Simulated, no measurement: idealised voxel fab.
The following is a process module called voxel wiring stack.
It is cross-section cut that appears here, measuring 260 nm in width, its square cells being 5 nm in size.
Heads up, the way a cross-section reads in here is a grid of square cells, handed over as bands from the top down, with every band being one or more rows of cells. It is stipulated that each band's entry specify, in nanometres, the height of the top of the band and then that of its bottom, followed by the materials of the band in left-to-right sequence, each together with its width in nanometres. A single material marked by the word "everywhere" is understood to fill the band from edge to edge; the word "air" is understood to denote empty space. Heights are expressed relative to 0, this being the level below which the as-received wafer comprises one material exclusively. The lowest band is unbounded in the downward direction and is denoted as in "z 0 and below". Width: "30->40" (first number = top row, second number = bottom row, same change from row to row of cells). Any step labelled "identical to before" changed none of the cells in the cross-section. In "Unvented cavities" the enclosed voids are listed, meaning empty spaces of 8 cells or larger without any opening to the top. The form is width x height at distance, distance from the left edge, units nm. Heads up: the bit after the settings on a step's line is the simulator's remark on that step. The "overlay nm" setting may appear on a step's line; for a step that uses a mask, it gives how far to the right of its planned position the mask lay, and a negative value indicates the left.

This section lists the process steps that were planned:
- 1: RECEIVE with material Si
- 2: CONFORMAL_DEP with material SiO2, thk nm 15
- 3: CONFORMAL_DEP with material SiCN, thk nm 5
- 4: DIRECTIONAL_DEP with material lowk, thk nm 15
- 5: DIRECTIONAL_DEP with material aC, thk nm 10
- 6: PATTERN with tone open, mask id METAL_1, material resist, width nm 30, pitch nm 45, thk nm 30, overlay nm 0
- 7: DIRECTIONAL_ETCH with etch materials aC, depth nm 10
- 8: STRIP with etch materials resist
- 9: DIRECTIONAL_ETCH with etch materials lowk, depth nm 15
- 10: DIRECTIONAL_ETCH with etch materials SiCN, depth nm 5
- 11: STRIP with etch materials aC
- 12: CONFORMAL_DEP with material TiN, thk nm 5
- 13: FILL_DEP with material Ru, thk nm 10
- 14: CMP with height nm 35
- 15: CONFORMAL_DEP with material SiCN, thk nm 5
- 16: DIRECTIONAL_DEP with material SiO2, thk nm 30
- 17: PATTERN with tone open, mask id METAL_2, material resist, width nm 30, pitch nm 45, thk nm 20, overlay nm 0
- 18: DIRECTIONAL_ETCH with etch materials SiO2, depth nm 20
- 19: STRIP with etch materials resist
- 20: PATTERN with tone open, mask id METAL_2_HOLES, material resist, width nm 15, pitch nm 45, thk nm 20, overlay nm 0
- 21: DIRECTIONAL_ETCH with etch materials SiO2, depth nm 10
- 22: DIRECTIONAL_ETCH with etch materials SiCN, depth nm 5
- 23: STRIP with etch materials resist
- 24: CONFORMAL_DEP with material TiN, thk nm 5
- 25: FILL_DEP with material Cu, thk nm 5
- 26: CMP with height nm 70
- 27: CONFORMAL_DEP with material SiCN, thk nm 5
- 28: DIRECTIONAL_DEP with material lowk, thk nm 30
- 29: DIRECTIONAL_DEP with material aC, thk nm 15
- 30: PATTERN with tone open, mask id METAL_3_HOLES, material resist, width nm 15, pitch nm 45, thk nm 35, overlay nm -15
- 31: DIRECTIONAL_ETCH with etch materials aC, depth nm 15
- 32: STRIP with etch materials resist
- 33: DIRECTIONAL_ETCH with etch materials lowk, depth nm 30
- 34: STRIP with etch materials aC
- 35: MASKED_ETCH with tone open, mask id METAL_3, width nm 30, pitch nm 45, etch materials lowk, depth nm 15, overlay nm 0
- 36: MASKED_ETCH with tone open, mask id METAL_3, width nm 30, pitch nm 45, etch materials SiCN, depth nm 5, overlay nm 0
- 37: CONFORMAL_DEP with material TiN, thk nm 5
- 38: FILL_DEP with material Cu, thk nm 5
- 39: CMP with height nm 105
- 40: CONFORMAL_DEP with material SiCN, thk nm 5
For this document, wafers share an identical start and vary in the step 30 overlay nm; the plan quotes the first wafer's value.

The first of several wafers, as received after step 1, seen in section:
z 0 and below: Si everywhere
Unvented cavities: none

First of several wafers in cross-section at module end, following the final step, step 40:
z 110 to 105: SiCN everywhere
z 105 to 95: 30 lowk | 5 TiN | 170 Cu | 5 TiN | 50 lowk
z 95 to 90: 30 lowk | 5 TiN | 5 Cu | 40 TiN | 5 Cu | 40 TiN | 5 Cu | 40 TiN | 5 Cu | 35 TiN | 50 lowk
z 90 to 80: 30 lowk | 5 TiN | 5 Cu | 5 TiN | 30 lowk | 5 TiN | 5 Cu | 5 TiN | 30 lowk | 5 TiN | 5 Cu | 5 TiN | 30 lowk | 5 TiN | 5 Cu | 5 TiN | 80 lowk
z 80 to 75: 30 lowk | 15 TiN | 30 lowk | 15 TiN | 30 lowk | 15 TiN | 30 lowk | 15 TiN | 80 lowk
z 75 to 70: SiCN everywhere
z 70 to 55: 45 SiO2 | 5 TiN | 20 Cu | 5 TiN | 15 SiO2 | 5 TiN | 20 Cu | 5 TiN | 15 SiO2 | 5 TiN | 20 Cu | 5 TiN | 15 SiO2 | 5 TiN | 20 Cu | 5 TiN | 50 SiO2
z 55 to 50: 45 SiO2 | 5 TiN | 5 Cu | 20 TiN | 15 SiO2 | 5 TiN | 5 Cu | 20 TiN | 15 SiO2 | 5 TiN | 5 Cu | 20 TiN | 15 SiO2 | 5 TiN | 5 Cu | 20 TiN | 50 SiO2
z 50 to 40: 45 SiO2 | 5 TiN | 5 Cu | 5 TiN | 30 SiO2 | 5 TiN | 5 Cu | 5 TiN | 30 SiO2 | 5 TiN | 5 Cu | 5 TiN | 30 SiO2 | 5 TiN | 5 Cu | 5 TiN | 65 SiO2
z 40 to 35: 45 SiCN | 15 TiN | 30 SiCN | 15 TiN | 30 SiCN | 15 TiN | 30 SiCN | 15 TiN | 65 SiCN
z 35 to 20: 45 lowk | 5 TiN | 20 Ru | 5 TiN | 15 lowk | 5 TiN | 20 Ru | 5 TiN | 15 lowk | 5 TiN | 20 Ru | 5 TiN | 15 lowk | 5 TiN | 20 Ru | 5 TiN | 50 lowk
z 20 to 15: 45 SiCN | 30 TiN | 15 SiCN | 30 TiN | 15 SiCN | 30 TiN | 15 SiCN | 30 TiN | 50 SiCN
z 15 to 0: SiO2 everywhere
z 0 and below: Si everywhere
Unvented cavities: none

The module's end: a cross-section of the last wafer:
z 110 to 105: SiCN everywhere
z 105 to 95: 45 lowk | 5 TiN | 20 Cu | 5 TiN | 15 lowk | 5 TiN | 20 Cu | 5 TiN | 15 lowk | 5 TiN | 20 Cu | 5 TiN | 15 lowk | 5 TiN | 20 Cu | 5 TiN | 50 lowk
z 95 to 90: 45 lowk | 20 TiN | 5 Cu | 5 TiN | 15 lowk | 20 TiN | 5 Cu | 5 TiN | 15 lowk | 20 TiN | 5 Cu | 5 TiN | 15 lowk | 20 TiN | 5 Cu | 5 TiN | 50 lowk
z 90 to 75: 60 lowk | 5 TiN | 5 Cu | 5 TiN | 30 lowk | 5 TiN | 5 Cu | 5 TiN | 30 lowk | 5 TiN | 5 Cu | 5 TiN | 30 lowk | 5 TiN | 5 Cu | 5 TiN | 50 lowk
z 75 to 70: 60 SiCN | 15 TiN | 30 SiCN | 15 TiN | 30 SiCN | 15 TiN | 30 SiCN | 15 TiN | 50 SiCN
z 70 to 55: 45 SiO2 | 5 TiN | 20 Cu | 5 TiN | 15 SiO2 | 5 TiN | 20 Cu | 5 TiN | 15 SiO2 | 5 TiN | 20 Cu | 5 TiN | 15 SiO2 | 5 TiN | 20 Cu | 5 TiN | 50 SiO2
z 55 to 50: 45 SiO2 | 5 TiN | 5 Cu | 20 TiN | 15 SiO2 | 5 TiN | 5 Cu | 20 TiN | 15 SiO2 | 5 TiN | 5 Cu | 20 TiN | 15 SiO2 | 5 TiN | 5 Cu | 20 TiN | 50 SiO2
z 50 to 40: 45 SiO2 | 5 TiN | 5 Cu | 5 TiN | 30 SiO2 | 5 TiN | 5 Cu | 5 TiN | 30 SiO2 | 5 TiN | 5 Cu | 5 TiN | 30 SiO2 | 5 TiN | 5 Cu | 5 TiN | 65 SiO2
z 40 to 35: 45 SiCN | 15 TiN | 30 SiCN | 15 TiN | 30 SiCN | 15 TiN | 30 SiCN | 15 TiN | 65 SiCN
z 35 to 20: 45 lowk | 5 TiN | 20 Ru | 5 TiN | 15 lowk | 5 TiN | 20 Ru | 5 TiN | 15 lowk | 5 TiN | 20 Ru | 5 TiN | 15 lowk | 5 TiN | 20 Ru | 5 TiN | 50 lowk
z 20 to 15: 45 SiCN | 30 TiN | 15 SiCN | 30 TiN | 15 SiCN | 30 TiN | 15 SiCN | 30 TiN | 50 SiCN
z 15 to 0: SiO2 everywhere
z 0 and below: Si everywhere
Unvented cavities: none

The table below has one row for each wafer; a row shows, as of the end of the module, how many cells of each material the wafer has gained, marked (+), or lost, marked (-), since it was received, and then the wafer's closed voids:
overlay nm -15, +140 Cu, +48 Ru, +172 SiCN, +348 SiO2, +184 TiN, +252 lowk, Unvented cavities: none
overlay nm -10, +120 Cu, +48 Ru, +168 SiCN, +348 SiO2, +196 TiN, +264 lowk, Unvented cavities: none
overlay nm -5, +112 Cu, +48 Ru, +164 SiCN, +348 SiO2, +196 TiN, +276 lowk, Unvented cavities: none
overlay nm 0, +108 Cu, +48 Ru, +160 SiCN, +348 SiO2, +192 TiN, +288 lowk, Unvented cavities: none
overlay nm 5, +108 Cu, +48 Ru, +160 SiCN, +348 SiO2, +192 TiN, +288 lowk, Unvented cavities: none
overlay nm 10, +108 Cu, +48 Ru, +160 SiCN, +348 SiO2, +192 TiN, +288 lowk, Unvented cavities: none
overlay nm 15, +108 Cu, +48 Ru, +160 SiCN, +348 SiO2, +192 TiN, +288 lowk, Unvented cavities: none
